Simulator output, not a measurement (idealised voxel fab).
voxel plated lines: a process module
Shown is cross-section cut, with a width of 220 nm and square cells of size 5 nm.
Heads up, the way a cross-section reads in here is a grid of square cells, handed over as bands from the top down, with every band being one or more rows of cells. Heights first: top, then bottom, in nm. Then materials, left to right, each with a width in nm. "throughout" on a single material: fills the band edge to edge. "blank": empty space. Ref level 0: as-received wafer is one material below here. Bottom band extends down with no lower bound ("0 down"). With a width like "30->40", each row of cells in the band differs from the next by the same amount, the top row carrying the first number and the bottom row the second. You'll sometimes find "changes: none" written for a step, and that's the way of saying that nowhere in the cross-section did a cell change during that step. Under "Closed void roster" you'll find the enclosed gaps, the ones with no way out to the top, that are 8 cells or bigger; each reads width x height at distance, with distance counted from the left edge, everything in nm. Past the settings on a step's line: simulator remark, on that step. A step line may carry the setting "overlay nm", which, for steps involving a mask, states the distance by which the mask lay to the right of its intended position; negative values denote displacement to the left.
Set out below are the planned steps of the process:
1: RECEIVE, material Si
2: CONFORMAL_DEP, material SiN, thk nm 15
3: DIRECTIONAL_DEP, material TiN, thk nm 5
4: PATTERN, tone open, mask id LINES, material resist, width nm 15, pitch nm 35, thk nm 25, overlay nm 0
5: EPI, material Ru, thk nm 10
6: EPI, material Ru, thk nm 10
7: STRIP, etch materials resist
8: DIRECTIONAL_ETCH, etch materials TiN, depth nm 5
9: CONFORMAL_DEP, material SiCN, thk nm 10
As-received state of the wafer in cross-section, equivalent to post-step 1:
  0 down | Si throughout
  Closed void roster: none
Cross-section, end of module. Start: as above. Plan: as above. Execution: one mistake:
  50 to 40 | 70 of blank / 70 of SiCN / 80 of blank
  40 to 25 | 70 of blank / 10 of SiCN / 15 of Ru / 20 of SiCN / 15 of Ru / 10 of SiCN / 80 of blank
  25 to 20 | 80 of SiCN / 15 of Ru / 20 of SiCN / 15 of Ru / 90 of SiCN
  20 to 15 | 80 of SiCN / 15 of TiN / 20 of SiCN / 15 of TiN / 90 of SiCN
  15 to 0 | SiN throughout
  0 down | Si throughout
  Closed void roster: none
Misprocessing identified: step 4 was processed under conditions differing from the plan, specifically as PATTERN, tone open, mask id LINES, material resist, width nm 15, pitch nm 35, thk nm 25, overlay nm -5
